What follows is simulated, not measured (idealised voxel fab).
The process module presented herein is designated voxel fin reveal.
Cross-section cut spans 175 nm and uses square cells 5 nm in size.
This document writes a cross-section as a grid whose cells are square, and gives it as bands, listed from the top down; one or more rows of cells form a band. Each band's line starts with the height of the band's top and of its bottom, in nm. Then come its materials from left to right, each with its width in nm. One material with "all across" fills the band from edge to edge. "empty" is empty space. Zero point of the height axis is 0; under it, received wafer = one material. Lowest band: continues down indefinitely, "top 0, no bottom". Width: "30..40" (first number = top row, second number = bottom row, same change from row to row of cells). Given "no change occurred" for a step, no cell of the cross-section differs between before and after that step. "Internal closed voids": empty spaces of 8 cells or more with no open way to the top, each given as width x height at distance, distance from the left edge, all in nm. Text after the settings on a step's line: the simulator's own remark on that step. "overlay nm", when on a step's line for a step with a mask, measures how far to the right of its planned place the mask lay; a negative measure means to the left. What follows is a series of pairs. Each pair shows a cross-section before one process step and the cross-section after it, and the after view is drawn only down to the lowest band that changed. Beneath each pair is the step that lies between the two, with its settings. Pairs may come from different runs of this module on the same starting wafer, so a pair continues from the one above it only where its entry headed "Pre-step view" says so.
Pre-step view:
    top 0, no bottom | Si all across
    Internal closed voids: none
Resulting Structure:
    top 5, bottom 0 | SiN all across
    For the remainder of the cross-section, below 0, there is no change.
    Internal closed voids: none
It is this step that lies between the two cross-sections above: op CONFORMAL_DEP | material SiN | thk nm 5
Pre-step view: nothing new to draw here, it's the after view of the pair just above.
Resulting Structure:
    top 5, bottom 0 | empty=40, then SiN=15, then empty=25, then SiN=15, then empty=25, then SiN=15, then empty=40
    For the remainder of the cross-section, below 0, there is no change.
    Internal closed voids: none
It is this step that lies between the two cross-sections above: op MASKED_ETCH | tone cover | mask id FINS | width nm 15 | pitch nm 40 | etch materials SiN | depth nm 5 | overlay nm 0
Pre-step view: nothing new to draw here, it's the after view of the pair just above.
Resulting Structure:
    top 5, bottom 0 | empty=40, then SiN=15, then empty=25, then SiN=15, then empty=25, then SiN=15, then empty=40
    top 0, bottom -30 | empty=40, then Si=15, then empty=25, then Si=15, then empty=25, then Si=15, then empty=40
    For the remainder of the cross-section, below -30, there is no change.
    Internal closed voids: none
It is this step that lies between the two cross-sections above: op MASKED_ETCH | tone cover | mask id FINS | width nm 15 | pitch nm 40 | etch materials Si | depth nm 30 | overlay nm 0
Pre-step view: nothing new to draw here, it's the after view of the pair just above.
Resulting Structure:
    top 15, bottom 5 | SiO2 all across
    top 5, bottom 0 | SiO2=40, then SiN=15, then SiO2=25, then SiN=15, then SiO2=25, then SiN=15, then SiO2=40
    top 0, bottom -30 | SiO2=40, then Si=15, then SiO2=25, then Si=15, then SiO2=25, then Si=15, then SiO2=40
    For the remainder of the cross-section, below -30, there is no change.
    Internal closed voids: none
It is this step that lies between the two cross-sections above: op FILL_DEP | material SiO2 | thk nm 10
Pre-step view: nothing new to draw here, it's the after view of the pair just above.
Resulting Structure:
    top 5, bottom 0 | SiO2=40, then SiN=15, then SiO2=25, then SiN=15, then SiO2=25, then SiN=15, then SiO2=40
    For the remainder of the cross-section, below 0, there is no change.
    Internal closed voids: none
It is this step that lies between the two cross-sections above: op CMP | height nm 5
Pre-step view: nothing new to draw here, it's the after view of the pair just above.
Resulting Structure:
    top 5, bottom 0 | empty=40, then SiN=15, then empty=25, then SiN=15, then empty=25, then SiN=15, then empty=40
    top 0, bottom -20 | empty=40, then Si=15, then empty=25, then Si=15, then empty=25, then Si=15, then empty=40
    For the remainder of the cross-section, below -20, there is no change.
    Internal closed voids: none
It is this step that lies between the two cross-sections above: op SELECTIVE_ETCH | etch materials SiO2 | depth nm 25
Pre-step view: nothing new to draw here, it's the after view of the pair just above.
Resulting Structure:
    top 0, bottom -20 | empty=40, then Si=15, then empty=25, then Si=15, then empty=25, then Si=15, then empty=40
    For the remainder of the cross-section, below -20, there is no change.
    Internal closed voids: none
It is this step that lies between the two cross-sections above: op STRIP | etch materials SiN
Pre-step view:
    top 5, bottom 0 | empty=40, then SiN=15, then empty=25, then SiN=15, then empty=25, then SiN=15, then empty=40
    top 0, bottom -30 | empty=40, then Si=15, then empty=25, then Si=15, then empty=25, then Si=15, then empty=40
    top -30, no bottom | Si all across
    Internal closed voids: none
Resulting Structure:
    top 5, bottom 0 | empty=40, then SiN=15, then empty=25, then SiN=15, then empty=25, then SiN=15, then empty=40
    top 0, bottom -60 | empty=40, then Si=15, then empty=25, then Si=15, then empty=25, then Si=15, then empty=40
    For the remainder of the cross-section, below -60, there is no change.
    Internal closed voids: none
It is this step that lies between the two cross-sections above: op MASKED_ETCH | tone cover | mask id FINS | width nm 15 | pitch nm 40 | etch materials Si | depth nm 30 | overlay nm 0
Pre-step view: nothing new to draw here, it's the after view of the pair just above.
Resulting Structure:
    top 15, bottom 5 | SiO2 all across
    top 5, bottom 0 | SiO2=40, then SiN=15, then SiO2=25, then SiN=15, then SiO2=25, then SiN=15, then SiO2=40
    top 0, bottom -60 | SiO2=40, then Si=15, then SiO2=25, then Si=15, then SiO2=25, then Si=15, then SiO2=40
    For the remainder of the cross-section, below -60, there is no change.
    Internal closed voids: none
It is this step that lies between the two cross-sections above: op FILL_DEP | material SiO2 | thk nm 10
Pre-step view: nothing new to draw here, it's the after view of the pair just above.
Resulting Structure:
    top 5, bottom 0 | SiO2=40, then SiN=15, then SiO2=25, then SiN=15, then SiO2=25, then SiN=15, then SiO2=40
    For the remainder of the cross-section, below 0, there is no change.
    Internal closed voids: none
It is this step that lies between the two cross-sections above: op CMP | height nm 5
Pre-step view: nothing new to draw here, it's the after view of the pair just above.
Resulting Structure:
    top 5, bottom 0 | empty=40, then SiN=15, then empty=25, then SiN=15, then empty=25, then SiN=15, then empty=40
    top 0, bottom -20 | empty=40, then Si=15, then empty=25, then Si=15, then empty=25, then Si=15, then empty=40
    For the remainder of the cross-section, below -20, there is no change.
    Internal closed voids: none
It is this step that lies between the two cross-sections above: op SELECTIVE_ETCH | etch materials SiO2 | depth nm 25
Pre-step view: nothing new to draw here, it's the after view of the pair just above.
Resulting Structure:
    top 0, bottom -20 | empty=40, then Si=15, then empty=25, then Si=15, then empty=25, then Si=15, then empty=40
    For the remainder of the cross-section, below -20, there is no change.
    Internal closed voids: none
It is this step that lies between the two cross-sections above: op STRIP | etch materials SiN
Pre-step view:
    top 5, bottom 0 | SiO2=40, then SiN=15, then SiO2=25, then SiN=15, then SiO2=25, then SiN=15, then SiO2=40
    top 0, bottom -30 | SiO2=40, then Si=15, then SiO2=25, then Si=15, then SiO2=25, then Si=15, then SiO2=40
    top -30, no bottom | Si all across
    Internal closed voids: none
Resulting Structure:
    top 5, bottom 0 | SiO2=40, then empty=15, then SiO2=25, then empty=15, then SiO2=25, then empty=15, then SiO2=40
    For the remainder of the cross-section, below 0, there is no change.
    Internal closed voids: none
It is this step that lies between the two cross-sections above: op STRIP | etch materials SiN
Pre-step view: nothing new to draw here, it's the after view of the pair just above.
Resulting Structure:
    top 0, bottom -20 | empty=40, then Si=15, then empty=25, then Si=15, then empty=25, then Si=15, then empty=40
    top -20, bottom -25 | SiO2=15, then empty=25, then Si=15, then empty=25, then Si=15, then empty=25, then Si=15, then empty=25, then SiO2=15
    For the remainder of the cross-section, below -25, there is no change.
    Internal closed voids: none
It is this step that lies between the two cross-sections above: op SELECTIVE_ETCH | etch materials SiO2 | depth nm 25
Pre-step view:
    top 5, bottom 0 | empty=40, then SiN=15, then empty=25, then SiN=15, then empty=25, then SiN=15, then empty=40
    top 0, no bottom | Si all across
    Internal closed voids: none
Resulting Structure:
    top 5, bottom 0 | empty=40, then SiN=15, then empty=25, then SiN=15, then empty=25, then SiN=15, then empty=40
    top 0, bottom -25 | empty=40, then Si=15, then empty=25, then Si=15, then empty=25, then Si=15, then empty=40
    For the remainder of the cross-section, below -25, there is no change.
    Internal closed voids: none
It is this step that lies between the two cross-sections above: op MASKED_ETCH | tone cover | mask id FINS | width nm 15 | pitch nm 40 | etch materials Si | depth nm 25 | overlay nm 0
Pre-step view: nothing new to draw here, it's the after view of the pair just above.
Resulting Structure:
    top 15, bottom 5 | SiO2 all across
    top 5, bottom 0 | SiO2=40, then SiN=15, then SiO2=25, then SiN=15, then SiO2=25, then SiN=15, then SiO2=40
    top 0, bottom -25 | SiO2=40, then Si=15, then SiO2=25, then Si=15, then SiO2=25, then Si=15, then SiO2=40
    For the remainder of the cross-section, below -25, there is no change.
    Internal closed voids: none
It is this step that lies between the two cross-sections above: op FILL_DEP | material SiO2 | thk nm 10
Pre-step view: nothing new to draw here, it's the after view of the pair just above.
Resulting Structure:
    top 5, bottom 0 | SiO2=40, then SiN=15, then SiO2=25, then SiN=15, then SiO2=25, then SiN=15, then SiO2=40
    For the remainder of the cross-section, below 0, there is no change.
    Internal closed voids: none
It is this step that lies between the two cross-sections above: op CMP | height nm 5
Pre-step view: nothing new to draw here, it's the after view of the pair just above.
Resulting Structure:
    top 5, bottom 0 | empty=40, then SiN=15, then empty=25, then SiN=15, then empty=25, then SiN=15, then empty=40
    top 0, bottom -20 | empty=40, then Si=15, then empty=25, then Si=15, then empty=25, then Si=15, then empty=40
    For the remainder of the cross-section, below -20, there is no change.
    Internal closed voids: none
It is this step that lies between the two cross-sections above: op SELECTIVE_ETCH | etch materials SiO2 | depth nm 25
Pre-step view: nothing new to draw here, it's the after view of the pair just above.
Resulting Structure:
    top 0, bottom -20 | empty=40, then Si=15, then empty=25, then Si=15, then empty=25, then Si=15, then empty=40
    For the remainder of the cross-section, below -20, there is no change.
    Internal closed voids: none
It is this step that lies between the two cross-sections above: op STRIP | etch materials SiN
Pre-step view:
    top 5, bottom 0 | empty=40, then SiN=15, then empty=25, then SiN=15, then empty=25, then SiN=15, then empty=40
    top 0, bottom -20 | empty=40, then Si=15, then empty=25, then Si=15, then empty=25, then Si=15, then empty=40
    top -20, bottom -30 | SiO2=40, then Si=15, then SiO2=25, then Si=15, then SiO2=25, then Si=15, then SiO2=40
    top -30, no bottom | Si all across
    Internal closed voids: none
Resulting Structure:
    top 5, bottom 0 | empty=40, then SiN=15, then empty=25, then SiN=15, then empty=25, then SiN=15, then empty=40
    top 0, bottom -30 | empty=40, then Si=15, then empty=25, then Si=15, then empty=25, then Si=15, then empty=40
    For the remainder of the cross-section, below -30, there is no change.
    Internal closed voids: none
It is this step that lies between the two cross-sections above: op STRIP | etch materials SiO2
